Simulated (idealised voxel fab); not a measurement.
process module | voxel self aligned vias
cross-section cut | 270 nm wide | cells 5 nm
A cross-section is a grid of square cells, given in bands from the top down. A band is one or more rows of cells.
Each band's line starts with the height of the band's top and of its bottom, in nm. Then come its materials from left to right, each with its width in nm. One material with "throughout" fills the band from edge to edge. "air" is empty space.
Height 0 is the level under which the wafer as received is all one material. The lowest band goes on downwards, as in "0 down".
A width such as "30 to 40" changes by the same amount from each row of cells to the next, from the band's top row to its bottom row.
"no change" after a step means that no cell of the cross-section changed.
closed voids: empty space of 8 cells or more with no open way to the top, each as width x height at its distance from the left edge, in nm
after a step's settings: what the simulator itself notes on the step
overlay nm, on a step with a mask: how far to the right of its planned place the mask lay; to the left if negative
plan
1 op RECEIVE | material Si
2 op CONFORMAL_DEP | material SiO2 | thk nm 15
3 op CONFORMAL_DEP | material SiCN | thk nm 5
4 op DIRECTIONAL_DEP | material SiO2 | thk nm 20
5 op DIRECTIONAL_DEP | material aC | thk nm 10
6 op PATTERN | tone open | mask id LINES | material resist | width nm 30 | pitch nm 70 | thk nm 25 | overlay nm 0
7 op DIRECTIONAL_ETCH | etch materials aC | depth nm 10
8 op STRIP | etch materials resist
9 op DIRECTIONAL_ETCH | etch materials SiO2 | depth nm 20
10 op STRIP | etch materials aC
11 op CONFORMAL_DEP | material TiN | thk nm 5
12 op FILL_DEP | material Ru | thk nm 5
13 op CMP | height nm 40
14 op SELECTIVE_ETCH | etch materials W Ru TiN | depth nm 10
15 op FILL_DEP | material SiN | thk nm 10
16 op CMP | height nm 40
17 op DIRECTIONAL_DEP | material SiO2 | thk nm 20
18 op PATTERN | tone open | mask id VIAS | material resist | width nm 50 | thk nm 15 | overlay nm -15
19 op DIRECTIONAL_ETCH | etch materials SiO2 | depth nm 20
20 op DIRECTIONAL_ETCH | etch materials SiN | depth nm 10
21 op STRIP | etch materials resist
22 op CONFORMAL_DEP | material TiN | thk nm 5
23 op FILL_DEP | material W | thk nm 10
24 op CMP | height nm 60
25 op CONFORMAL_DEP | material SiCN | thk nm 5
varied across the wafers: overlay nm of step 18. The plan shows the first wafer's value. All wafers start alike
first wafer as received, after step 1
  0 down: Si throughout
  closed voids: none
first wafer at the end, after step 25
  65 to 60: SiCN throughout
  60 to 45: SiO2 60 | TiN 5 | W 40 | TiN 5 | SiO2 160
  45 to 40: SiO2 60 | TiN 30 | W 15 | TiN 5 | SiO2 160
  40 to 35: SiO2 85 | TiN 5 | W 15 | TiN 5 | SiN 5 | SiO2 40 | SiN 30 | SiO2 85
  35 to 30: SiO2 85 | TiN 25 | SiN 5 | SiO2 40 | SiN 30 | SiO2 85
  30 to 25: SiO2 85 | TiN 5 | Ru 20 | TiN 5 | SiO2 40 | TiN 5 | Ru 20 | TiN 5 | SiO2 85
  25 to 20: SiO2 85 | TiN 30 | SiO2 40 | TiN 30 | SiO2 85
  20 to 15: SiCN throughout
  15 to 0: SiO2 throughout
  0 down: Si throughout
  closed voids: none
last wafer at the end
  65 to 60: SiCN throughout
  60 to 45: SiO2 90 | TiN 5 | W 40 | TiN 5 | SiO2 130
  45 to 40: SiO2 90 | TiN 5 | W 15 | TiN 30 | SiO2 130
  40 to 35: SiO2 85 | SiN 5 | TiN 5 | W 15 | TiN 5 | SiO2 40 | SiN 30 | SiO2 85
  35 to 30: SiO2 85 | SiN 5 | TiN 25 | SiO2 40 | SiN 30 | SiO2 85
  30 to 25: SiO2 85 | TiN 5 | Ru 20 | TiN 5 | SiO2 40 | TiN 5 | Ru 20 | TiN 5 | SiO2 85
  25 to 20: SiO2 85 | TiN 30 | SiO2 40 | TiN 30 | SiO2 85
  20 to 15: SiCN throughout
  15 to 0: SiO2 throughout
  0 down: Si throughout
  closed voids: none
each wafer at the end: cells of each material gained (+) or lost (-) since it was received, then its closed voids
overlay nm -15 | +8 Ru | +108 SiCN | +14 SiN | +506 SiO2 | +36 TiN | +30 W | closed voids: none
overlay nm -10 | +8 Ru | +108 SiCN | +12 SiN | +506 SiO2 | +36 TiN | +32 W | closed voids: none
overlay nm -5 | +8 Ru | +108 SiCN | +12 SiN | +506 SiO2 | +36 TiN | +32 W | closed voids: none
overlay nm 0 | +8 Ru | +108 SiCN | +12 SiN | +506 SiO2 | +36 TiN | +32 W | closed voids: none
overlay nm 5 | +8 Ru | +108 SiCN | +12 SiN | +506 SiO2 | +36 TiN | +32 W | closed voids: none
overlay nm 10 | +8 Ru | +108 SiCN | +12 SiN | +506 SiO2 | +36 TiN | +32 W | closed voids: none
overlay nm 15 | +8 Ru | +108 SiCN | +14 SiN | +506 SiO2 | +36 TiN | +30 W | closed voids: none
